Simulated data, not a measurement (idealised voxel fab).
The following process module bears the name voxel wiring stack.
For reference, the cross-section in this document is cut, with width 290 nm and square cells of 5 nm.
Cross-section, as written here: a square-cell grid given band by band from the top down, where a band holds one or more rows of cells.
Heights first: top, then bottom, in nm. Then materials, left to right, each with a width in nm. "everywhere" on a single material: fills the band edge to edge. "blank": empty space.
Heights are reckoned from 0. Under this level, the received wafer is all of one material. The bottommost band is open-ended downward, for example "0 and below".
The expression "30..40" gives the width at the extremes of the band, the first number at its top row of cells and the second at its bottom row, with the width changing by equal amounts from each row to the next in between.
Any step labelled "nothing was modified" changed none of the cells in the cross-section.
The label "Enclosed internal cavities" introduces a list of the empty spaces, 8 cells or larger, that have no open way up to the top; each entry in it reads width x height at distance, where the distance is taken from the left edge and all three are stated in nm.
Where a step's line continues beyond its settings, the continuation is a remark by the simulator itself on that step.
For masked steps, "overlay nm" on the step line gives how far right of plan the mask actually lay; a minus sign means it lay to the left.

Set out below are the planned steps of the process:
1) RECEIVE (material Si)
2) CONFORMAL_DEP (material SiO2; thk nm 15)
3) CONFORMAL_DEP (material SiCN; thk nm 5)
4) DIRECTIONAL_DEP (material lowk; thk nm 20)
5) DIRECTIONAL_DEP (material aC; thk nm 10)
6) PATTERN (tone open; mask id METAL_1; material resist; width nm 30; pitch nm 45; thk nm 25; overlay nm 0)
7) DIRECTIONAL_ETCH (etch materials aC; depth nm 10)
8) STRIP (etch materials resist)
9) DIRECTIONAL_ETCH (etch materials lowk; depth nm 20)
10) DIRECTIONAL_ETCH (etch materials SiCN; depth nm 5)
11) STRIP (etch materials aC)
12) CONFORMAL_DEP (material TiN; thk nm 5)
13) FILL_DEP (material Cu; thk nm 10)
14) CMP (height nm 40)
15) CONFORMAL_DEP (material SiCN; thk nm 5)
16) DIRECTIONAL_DEP (material SiO2; thk nm 15)
17) PATTERN (tone open; mask id PLUG_1; material resist; width nm 15; pitch nm 45; thk nm 15; overlay nm 0)
18) DIRECTIONAL_ETCH (etch materials SiO2; depth nm 15)
19) DIRECTIONAL_ETCH (etch materials SiCN; depth nm 5)
20) STRIP (etch materials resist)
21) EPI (material Ru; thk nm 10)
22) EPI (material Ru; thk nm 10)
23) CONFORMAL_DEP (material SiCN; thk nm 5)
24) DIRECTIONAL_DEP (material lowk; thk nm 20)
25) MASKED_ETCH (tone open; mask id METAL_2; width nm 30; pitch nm 45; etch materials lowk; depth nm 20; overlay nm 0)
26) MASKED_ETCH (tone open; mask id METAL_2; width nm 30; pitch nm 45; etch materials SiCN; depth nm 5; overlay nm 0)
27) CONFORMAL_DEP (material TiN; thk nm 5)
28) FILL_DEP (material W; thk nm 10)
29) CMP (height nm 85)
30) CONFORMAL_DEP (material SiCN; thk nm 5)
31) DIRECTIONAL_DEP (material lowk; thk nm 25)
32) PATTERN (tone open; mask id METAL_3_HOLES; material resist; width nm 15; pitch nm 90; thk nm 15; overlay nm 0)
33) DIRECTIONAL_ETCH (etch materials lowk; depth nm 25)
34) STRIP (etch materials resist)
35) DIRECTIONAL_DEP (material aC; thk nm 15)
36) PATTERN (tone open; mask id METAL_3; material resist; width nm 30; pitch nm 45; thk nm 35; overlay nm 0)
37) DIRECTIONAL_ETCH (etch materials aC; depth nm 15)
38) STRIP (etch materials resist)
39) DIRECTIONAL_ETCH (etch materials lowk; depth nm 15)
40) DIRECTIONAL_ETCH (etch materials SiCN; depth nm 5)
41) STRIP (etch materials aC)
42) CONFORMAL_DEP (material TiN; thk nm 5)
43) FILL_DEP (material Cu; thk nm 5)
44) CMP (height nm 115)
45) CONFORMAL_DEP (material SiCN; thk nm 5)

The cross-section here shows the wafer as received, i.e. in its state after step 1:
* 0 and below  Si everywhere
* Enclosed internal cavities: none

Figure: cross-sectional view of the wafer upon completion of the module, processed from the initial state and according to the plan depicted above, with one error introduced during execution:
* 120 down to 115  SiCN everywhere
* 115 down to 105  lowk: 60, TiN: 5, Cu: 20, TiN: 5, lowk: 15, TiN: 5, Cu: 20, TiN: 5, lowk: 15, TiN: 5, Cu: 20, TiN: 5, lowk: 15, TiN: 5, Cu: 20, TiN: 5, lowk: 65
* 105 down to 100  lowk: 60, TiN: 5, Cu: 5, TiN: 20, lowk: 15, TiN: 30, lowk: 15, TiN: 5, Cu: 5, TiN: 20, lowk: 15, TiN: 30, lowk: 65
* 100 down to 90  lowk: 60, TiN: 5, Cu: 5, TiN: 5, lowk: 75, TiN: 5, Cu: 5, TiN: 5, lowk: 125
* 90 down to 85  SiCN: 60, TiN: 15, SiCN: 75, TiN: 15, SiCN: 125
* 85 down to 65  lowk: 60, TiN: 5, W: 20, TiN: 5, lowk: 15, TiN: 5, W: 20, TiN: 5, lowk: 15, TiN: 5, W: 20, TiN: 5, lowk: 15, TiN: 5, W: 20, TiN: 5, lowk: 65
* 65 down to 60  SiCN: 60, TiN: 30, SiCN: 15, TiN: 30, SiCN: 15, TiN: 30, SiCN: 15, TiN: 30, SiCN: 65
* 60 down to 45  SiO2: 60, Ru: 15, SiO2: 30, Ru: 15, SiO2: 30, Ru: 15, SiO2: 30, Ru: 15, SiO2: 80
* 45 down to 40  SiCN: 60, Ru: 15, SiCN: 30, Ru: 15, SiCN: 30, Ru: 15, SiCN: 30, Ru: 15, SiCN: 80
* 40 down to 30  Cu everywhere
* 30 down to 25  TiN: 65, Cu: 20, TiN: 25, Cu: 20, TiN: 25, Cu: 20, TiN: 25, Cu: 20, TiN: 70
* 25 down to 5  lowk: 60, TiN: 5, Cu: 20, TiN: 5, lowk: 15, TiN: 5, Cu: 20, TiN: 5, lowk: 15, TiN: 5, Cu: 20, TiN: 5, lowk: 15, TiN: 5, Cu: 20, TiN: 5, lowk: 65
* 5 down to 0  SiCN: 60, TiN: 30, SiCN: 15, TiN: 30, SiCN: 15, TiN: 30, SiCN: 15, TiN: 30, SiCN: 65
* 0 and below  Si everywhere
* Enclosed internal cavities: none
It is concluded that the wafer was processed incorrectly with respect to the plan, in that the plan's step 2 went unexecuted, having been skipped
